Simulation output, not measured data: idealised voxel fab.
Documented hereafter: the process module known as voxel transistor to metal.
Pictured: cross-section cut, 185 nm wide, on a grid of 5 nm square cells.
For the purposes of this document, a cross-section shall be understood as a grid of square cells, specified as bands listed in top-to-bottom order, each band consisting of one or more rows of cells. Basically the band line says how high the top is and how high the bottom is, in nm, and then what's in it from left to right, every material with its width in nm. Empty space shows up as "empty", and if a single material carries "all across" it runs the full band edge to edge. Basically, 0 is our baseline, since under it the wafer straight out of the box is all one material. The bottom band has no lower end and keeps on going down, so it looks like "0 nm and below". Width: "30 to 40" (first number = top row, second number = bottom row, same change from row to row of cells). Where a step carries "nothing different", the cross-section came out of it unchanged, cell for cell. This entry, "Fully closed voids", enumerates those empty regions of no fewer than 8 cells that possess no open connection to the top. Each region is reported in the form width x height at distance, the distance being taken from the left edge, with all three quantities expressed in nm. On each step's line, the part that comes after the settings is the simulator's own comment on the step. When a step includes a mask, the "overlay nm" setting on its line states how far to the right of its planned place that mask lay, and negative values state how far to the left.

### Process steps - plan
1) op RECEIVE | material Si
2) op OXIDIZE | depth nm 5
3) op CONFORMAL_DEP | material SiN | thk nm 10
4) op MASKED_ETCH | tone cover | mask id ACTIVE | width nm 100 | etch materials SiN | depth nm 10 | overlay nm 0
5) op MASKED_ETCH | tone cover | mask id ACTIVE | width nm 100 | etch materials SiO2 | depth nm 5 | overlay nm 0
6) op MASKED_ETCH | tone cover | mask id ACTIVE | width nm 100 | etch materials Si | depth nm 20 | overlay nm 0
7) op OXIDIZE | depth nm 5
8) op FILL_DEP | material SiO2 | thk nm 10
9) op CMP | height nm 10
10) op SELECTIVE_ETCH | etch materials SiO2 | depth nm 10
11) op STRIP | etch materials SiN
12) op SELECTIVE_ETCH | etch materials SiO2 | depth nm 5
13) op OXIDIZE | depth nm 5
14) op DIRECTIONAL_DEP | material polySi | thk nm 25
15) op DIRECTIONAL_DEP | material SiCN | thk nm 15
16) op PATTERN | tone cover | mask id GATE | material resist | width nm 20 | thk nm 20 | overlay nm -15
17) op DIRECTIONAL_ETCH | etch materials SiCN | depth nm 25
18) op DIRECTIONAL_ETCH | etch materials polySi | depth nm 35
19) op STRIP | etch materials resist
20) op CONFORMAL_DEP | material SiN | thk nm 5
21) op DIRECTIONAL_ETCH | etch materials SiN | depth nm 5
22) op DIRECTIONAL_ETCH | etch materials SiO2 | depth nm 5
23) op DIRECTIONAL_ETCH | etch materials Si | depth nm 10
24) op EPI | material nSi | thk nm 15
25) op FILL_DEP | material SiO2 | thk nm 10
26) op CMP | height nm 35
27) op DIRECTIONAL_DEP | material SiO2 | thk nm 15
28) op DIRECTIONAL_DEP | material aC | thk nm 10
29) op PATTERN | tone open | mask id CONTACT | material resist | width nm 15 | pitch nm 75 | thk nm 25 | overlay nm 0
30) op DIRECTIONAL_ETCH | etch materials aC | depth nm 10
31) op STRIP | etch materials resist
32) op DIRECTIONAL_ETCH | etch materials SiO2 | depth nm 55
33) op STRIP | etch materials aC
34) op CONFORMAL_DEP | material TiN | thk nm 5
35) op FILL_DEP | material W | thk nm 10
36) op CMP | height nm 50
37) op CONFORMAL_DEP | material SiCN | thk nm 5
38) op DIRECTIONAL_DEP | material lowk | thk nm 25
39) op PATTERN | tone open | mask id METAL_1 | material resist | width nm 15 | pitch nm 75 | thk nm 20 | overlay nm 0
40) op DIRECTIONAL_ETCH | etch materials lowk | depth nm 25
41) op DIRECTIONAL_ETCH | etch materials SiCN | depth nm 5
42) op STRIP | etch materials resist
43) op CONFORMAL_DEP | material TiN | thk nm 5
44) op FILL_DEP | material Ru | thk nm 5
45) op CMP | height nm 80
46) op CONFORMAL_DEP | material SiN | thk nm 5
What sets these wafers apart? The overlay nm at step 16. They all start alike, and the plan carries the first wafer's value.

### First wafer of several, as received: cross-section after step 1
    0 nm and below  Si all across
    Fully closed voids: none

### End-of-module cross-section, first of several wafers, after last step 46
    85 nm to 80 nm  SiN all across
    80 nm to 55 nm  lowk: 45, TiN: 5, Ru: 5, TiN: 5, lowk: 60, TiN: 5, Ru: 5, TiN: 5, lowk: 50
    55 nm to 50 nm  SiCN: 45, TiN: 15, SiCN: 60, TiN: 15, SiCN: 50
    50 nm to 35 nm  SiO2: 45, TiN: 5, W: 5, TiN: 5, SiO2: 60, TiN: 5, W: 5, TiN: 5, SiO2: 50
    35 nm to 20 nm  SiO2: 45, TiN: 5, W: 5, TiN: 5, SiN: 5, SiCN: 20, SiN: 5, SiO2: 30, TiN: 5, W: 5, TiN: 5, SiO2: 50
    20 nm to 10 nm  SiO2: 45, TiN: 5, W: 5, TiN: 5, SiN: 5, polySi: 20, SiN: 5, SiO2: 30, TiN: 5, W: 5, TiN: 5, SiO2: 50
    10 nm to 5 nm  SiO2: 45, TiN: 15, SiN: 5, polySi: 20, SiN: 5, SiO2: 30, TiN: 5, W: 5, TiN: 5, SiO2: 50
    5 nm to 0 nm  SiO2: 45, nSi: 15, SiN: 5, polySi: 20, SiN: 5, nSi: 15, SiO2: 15, TiN: 5, W: 5, TiN: 5, SiO2: 50
    0 nm to -5 nm  SiO2: 45, nSi: 15, SiN: 5, polySi: 20, SiN: 5, nSi: 15, SiO2: 15, TiN: 15, SiO2: 50
    -5 nm to -10 nm  SiO2: 40, nSi: 20, SiO2: 30, nSi: 50, SiO2: 45
    -10 nm to -20 nm  SiO2: 45, nSi: 15, Si: 30, nSi: 45, SiO2: 50
    -20 nm to -30 nm  SiO2: 45, Si: 90, SiO2: 50
    -30 nm and below  Si all across
    Fully closed voids: none

### Cross-section, module end, final of several wafers
    85 nm to 80 nm  SiN all across
    80 nm to 55 nm  lowk: 45, TiN: 5, Ru: 5, TiN: 5, lowk: 60, TiN: 5, Ru: 5, TiN: 5, lowk: 50
    55 nm to 50 nm  SiCN: 45, TiN: 15, SiCN: 60, TiN: 15, SiCN: 50
    50 nm to 35 nm  SiO2: 45, TiN: 5, W: 5, TiN: 5, SiO2: 60, TiN: 5, W: 5, TiN: 5, SiO2: 50
    35 nm to 20 nm  SiO2: 45, TiN: 5, W: 5, TiN: 5, SiO2: 30, SiN: 5, SiCN: 20, SiN: 5, TiN: 5, W: 5, TiN: 5, SiO2: 50
    20 nm to 10 nm  SiO2: 45, TiN: 5, W: 5, TiN: 5, SiO2: 30, SiN: 5, polySi: 20, SiN: 5, TiN: 5, W: 5, TiN: 5, SiO2: 50
    10 nm to 5 nm  SiO2: 45, TiN: 5, W: 5, TiN: 5, SiO2: 30, SiN: 5, polySi: 20, SiN: 5, TiN: 15, SiO2: 50
    5 nm to 0 nm  SiO2: 45, TiN: 5, W: 5, TiN: 5, SiO2: 15, nSi: 15, SiN: 5, polySi: 20, SiN: 5, nSi: 15, SiO2: 50
    0 nm to -5 nm  SiO2: 45, TiN: 15, SiO2: 15, nSi: 15, SiN: 5, polySi: 20, SiN: 5, nSi: 15, SiO2: 50
    -5 nm to -10 nm  SiO2: 40, nSi: 50, SiO2: 30, nSi: 20, SiO2: 45
    -10 nm to -20 nm  SiO2: 45, nSi: 45, Si: 30, nSi: 15, SiO2: 50
    -20 nm to -30 nm  SiO2: 45, Si: 90, SiO2: 50
    -30 nm and below  Si all across
    Fully closed voids: none

### The following table contains a row per wafer, in which are reported, at the conclusion of the module, the cells of each material gained (+) or lost (-) since the wafer's receipt, with its closed voids given thereafter
overlay nm -15 | +10 Ru | -174 Si | +43 SiCN | +53 SiN | +386 SiO2 | +68 TiN | +18 W | +155 lowk | +50 nSi | +20 polySi | Fully closed voids: none
overlay nm -10 | +10 Ru | -174 Si | +43 SiCN | +53 SiN | +384 SiO2 | +70 TiN | +18 W | +155 lowk | +50 nSi | +20 polySi | Fully closed voids: none
overlay nm -5 | +10 Ru | -174 Si | +43 SiCN | +53 SiN | +382 SiO2 | +72 TiN | +18 W | +155 lowk | +50 nSi | +20 polySi | Fully closed voids: none
overlay nm 0 | +10 Ru | -174 Si | +43 SiCN | +53 SiN | +380 SiO2 | +72 TiN | +20 W | +155 lowk | +50 nSi | +20 polySi | Fully closed voids: none
overlay nm 5 | +10 Ru | -174 Si | +43 SiCN | +53 SiN | +382 SiO2 | +72 TiN | +18 W | +155 lowk | +50 nSi | +20 polySi | Fully closed voids: none
overlay nm 10 | +10 Ru | -174 Si | +43 SiCN | +53 SiN | +384 SiO2 | +70 TiN | +18 W | +155 lowk | +50 nSi | +20 polySi | Fully closed voids: none
overlay nm 15 | +10 Ru | -174 Si | +43 SiCN | +53 SiN | +386 SiO2 | +68 TiN | +18 W | +155 lowk | +50 nSi | +20 polySi | Fully closed voids: none
